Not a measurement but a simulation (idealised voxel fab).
process module | voxel transistor to metal
cross-section cut | 185 nm wide | cells 5 nm
A cross-section is a grid of square cells, given in bands from the top down. A band is one or more rows of cells.
Each band's line starts with the height of the band's top and of its bottom, in nm. Then come its materials from left to right, each with its width in nm. One material with "throughout" fills the band from edge to edge. "air" is empty space.
Height 0 is the level under which the wafer as received is all one material. The lowest band goes on downwards, as in "0 down".
A width such as "30 to 40" changes by the same amount from each row of cells to the next, from the band's top row to its bottom row.
"no change" after a step means that no cell of the cross-section changed.
closed voids: empty space of 8 cells or more with no open way to the top, each as width x height at its distance from the left edge, in nm
after a step's settings: what the simulator itself notes on the step
overlay nm, on a step with a mask: how far to the right of its planned place the mask lay; to the left if negative
plan
1 op RECEIVE | material Si
2 op CONFORMAL_DEP | material SiO2 | thk nm 5
3 op CONFORMAL_DEP | material SiN | thk nm 10
4 op DIRECTIONAL_DEP | material aC | thk nm 15
5 op PATTERN | tone cover | mask id ACTIVE | material resist | width nm 100 | thk nm 30 | overlay nm 0
6 op DIRECTIONAL_ETCH | etch materials aC | depth nm 15
7 op STRIP | etch materials resist
8 op DIRECTIONAL_ETCH | etch materials SiN | depth nm 10
9 op DIRECTIONAL_ETCH | etch materials SiO2 | depth nm 5
10 op DIRECTIONAL_ETCH | etch materials Si | depth nm 30
11 op STRIP | etch materials aC
12 op FILL_DEP | material SiO2 | thk nm 15
13 op CMP | height nm 15
14 op SELECTIVE_ETCH | etch materials SiO2 | depth nm 10
15 op STRIP | etch materials SiN
16 op SELECTIVE_ETCH | etch materials SiO2 | depth nm 5
17 op OXIDIZE | depth nm 5
18 op DIRECTIONAL_DEP | material polySi | thk nm 25
19 op DIRECTIONAL_DEP | material SiCN | thk nm 10
20 op DIRECTIONAL_DEP | material aC | thk nm 15
21 op PATTERN | tone cover | mask id GATE | material resist | width nm 20 | thk nm 35 | overlay nm 0
22 op DIRECTIONAL_ETCH | etch materials aC | depth nm 15
23 op STRIP | etch materials resist
24 op DIRECTIONAL_ETCH | etch materials SiCN | depth nm 20
25 op DIRECTIONAL_ETCH | etch materials polySi | depth nm 35
26 op STRIP | etch materials aC
27 op CONFORMAL_DEP | material SiN | thk nm 10
28 op DIRECTIONAL_ETCH | etch materials SiN | depth nm 10
29 op DIRECTIONAL_ETCH | etch materials SiO2 | depth nm 5
30 op DIRECTIONAL_ETCH | etch materials Si | depth nm 10
31 op EPI | material SiGe | thk nm 15
32 op FILL_DEP | material SiO2 | thk nm 5
33 op CMP | height nm 35
34 op DIRECTIONAL_DEP | material SiO2 | thk nm 10
35 op PATTERN | tone open | mask id CONTACT | material resist | width nm 30 | pitch nm 60 | thk nm 15 | overlay nm 0
36 op DIRECTIONAL_ETCH | etch materials SiO2 | depth nm 45
37 op STRIP | etch materials resist
38 op CONFORMAL_DEP | material TiN | thk nm 5
39 op FILL_DEP | material W | thk nm 10
40 op CMP | height nm 45
41 op CONFORMAL_DEP | material SiN | thk nm 5
42 op DIRECTIONAL_DEP | material SiO2 | thk nm 20
43 op MASKED_ETCH | tone open | mask id METAL_1 | width nm 15 | pitch nm 75 | etch materials SiO2 | depth nm 20 | overlay nm 0
44 op MASKED_ETCH | tone open | mask id METAL_1 | width nm 15 | pitch nm 75 | etch materials SiN | depth nm 5 | overlay nm 0
45 op CONFORMAL_DEP | material TiN | thk nm 5
46 op FILL_DEP | material Cu | thk nm 10
47 op CMP | height nm 70
48 op CONFORMAL_DEP | material SiCN | thk nm 5
49 op DIRECTIONAL_DEP | material SiO2 | thk nm 25
50 op PATTERN | tone open | mask id METAL_2 | material resist | width nm 15 | pitch nm 75 | thk nm 15 | overlay nm 0
51 op DIRECTIONAL_ETCH | etch materials SiO2 | depth nm 15
52 op STRIP | etch materials resist
53 op DIRECTIONAL_DEP | material aC | thk nm 15
54 op PATTERN | tone open | mask id METAL_2_HOLES | material resist | width nm 15 | pitch nm 75 | thk nm 35 | overlay nm 0
55 op DIRECTIONAL_ETCH | etch materials aC | depth nm 15
56 op STRIP | etch materials resist
57 op DIRECTIONAL_ETCH | etch materials SiO2 | depth nm 10
58 op DIRECTIONAL_ETCH | etch materials SiCN | depth nm 5
59 op STRIP | etch materials aC
60 op CONFORMAL_DEP | material TiN | thk nm 5
61 op FILL_DEP | material Cu | thk nm 10
62 op CMP | height nm 100
63 op CONFORMAL_DEP | material SiN | thk nm 5
as received, after step 1
  0 down: Si throughout
  closed voids: none
a wafer at the end: this start, this plan, one mistake
  105 to 100: SiN throughout
  100 to 75: SiO2 45 | TiN 5 | Cu 5 | TiN 5 | SiO2 60 | TiN 5 | Cu 5 | TiN 5 | SiO2 50
  75 to 70: SiCN 45 | TiN 15 | SiCN 60 | TiN 15 | SiCN 50
  70 to 50: SiO2 45 | TiN 5 | Cu 5 | TiN 5 | SiO2 60 | TiN 5 | Cu 5 | TiN 5 | SiO2 50
  50 to 45: SiN 45 | TiN 15 | SiN 60 | TiN 15 | SiN 50
  45 to 35: SiO2 45 | TiN 5 | W 20 to 15 | TiN 5 to 10 | SiO2 30 | TiN 5 to 10 | W 20 to 15 | TiN 5 | SiO2 50
  35 to 25: SiO2 45 | TiN 5 | W 15 | TiN 5 | SiN 10 | SiCN 20 | SiN 10 | TiN 5 | W 15 | TiN 5 | SiO2 50
  25 to 15: SiO2 45 | TiN 5 | W 15 | TiN 5 | SiN 10 | polySi 20 | SiN 10 | TiN 5 | W 15 | TiN 5 | SiO2 50
  15 to 10: SiO2 45 | TiN 25 | SiN 10 | polySi 20 | SiN 10 | TiN 25 | SiO2 50
  10 to 0: SiO2 45 | TiN 10 | SiGe 15 | SiN 10 | polySi 20 | SiN 10 | SiGe 15 | TiN 10 | SiO2 50
  0 to -5: SiO2 35 | SiGe 35 | SiO2 40 | SiGe 35 | SiO2 40
  -5 to -15: SiO2 40 | SiGe 30 | Si 40 | SiGe 30 | SiO2 45
  -15 to -60: SiO2 40 | Si 100 | SiO2 45
  -60 down: Si throughout
  closed voids: none
what went wrong: step 10 was run twice
